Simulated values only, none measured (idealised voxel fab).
Presented below is a process module, voxel self aligned vias.
Section cut is 255 nm wide and gridded with 5 nm square cells.
Bands, listed from the top down, are how a cross-section gets written in this document; the cross-section itself is a grid of square cells, and a band is one or more rows of them. Each band's line starts with the height of the band's top and of its bottom, in nm. Then come its materials from left to right, each with its width in nm. One material with "edge to edge" fills the band from edge to edge. "empty" is empty space. Height datum 0, below which the as-received substrate wafer is one material. Lowest band open at the bottom, running downward: "0 nm and below". A two-number width, for instance "30..40", indicates that the width is equal to the first number in the top row of the band and to the second number in the bottom row, and that it changes by a constant amount per row of cells. No cell of the cross-section changed in a step that is given as "nothing got changed". Listed in "Enclosed internal voids": every empty space of 8 or more cells without an open way to the top. Form: width x height at distance, the distance being from the left edge, all in nm. after a step's settings: what the simulator itself notes on the step. Regarding "overlay nm": on a step with a mask, it is the distance the mask lay to the right of its planned place; a negative value places it to the left.

### The process steps that were planned are listed below
| 1 | op RECEIVE | material Si |
| 2 | op CONFORMAL_DEP | material SiO2 | thk nm 15 |
| 3 | op CONFORMAL_DEP | material SiCN | thk nm 5 |
| 4 | op DIRECTIONAL_DEP | material lowk | thk nm 25 |
| 5 | op PATTERN | tone open | mask id LINES | material resist | width nm 30 | pitch nm 70 | thk nm 15 | overlay nm 0 |
| 6 | op DIRECTIONAL_ETCH | etch materials lowk | depth nm 25 |
| 7 | op STRIP | etch materials resist |
| 8 | op CONFORMAL_DEP | material TiN | thk nm 5 |
| 9 | op FILL_DEP | material W | thk nm 10 |
| 10 | op CMP | height nm 45 |
| 11 | op SELECTIVE_ETCH | etch materials W Ru TiN | depth nm 5 |
| 12 | op FILL_DEP | material SiN | thk nm 5 |
| 13 | op CMP | height nm 45 |
| 14 | op DIRECTIONAL_DEP | material lowk | thk nm 15 |
| 15 | op DIRECTIONAL_DEP | material aC | thk nm 15 |
| 16 | op PATTERN | tone open | mask id VIAS | material resist | width nm 40 | pitch nm 70 | thk nm 30 | overlay nm 0 |
| 17 | op DIRECTIONAL_ETCH | etch materials aC | depth nm 15 |
| 18 | op STRIP | etch materials resist |
| 19 | op DIRECTIONAL_ETCH | etch materials lowk | depth nm 15 |
| 20 | op DIRECTIONAL_ETCH | etch materials SiN | depth nm 5 |
| 21 | op STRIP | etch materials aC |
| 22 | op CONFORMAL_DEP | material TiN | thk nm 5 |
| 23 | op FILL_DEP | material Cu | thk nm 10 |
| 24 | op CMP | height nm 60 |
| 25 | op CONFORMAL_DEP | material SiN | thk nm 5 |
The wafers are alike at the start. At step 16, their width nm differs. The plan lists the first wafer's value.

### First of several wafers, received after step 1, in cross-section
0 nm and below | Si edge to edge
Enclosed internal voids: none

### Heads up, this table goes wafer by wafer. A row tells you, at the end of the module, how many cells of each material that wafer has put on (+) or dropped (-) since it was received, and then its closed voids
width nm 40; +32 Cu; +51 SiCN; +51 SiN; +153 SiO2; +52 TiN; +24 W; +300 lowk; Enclosed internal voids: none
width nm 45; +36 Cu; +51 SiCN; +51 SiN; +153 SiO2; +54 TiN; +24 W; +294 lowk; Enclosed internal voids: none
width nm 50; +40 Cu; +51 SiCN; +51 SiN; +153 SiO2; +56 TiN; +24 W; +288 lowk; Enclosed internal voids: none
width nm 55; +44 Cu; +51 SiCN; +51 SiN; +153 SiO2; +58 TiN; +24 W; +282 lowk; Enclosed internal voids: none
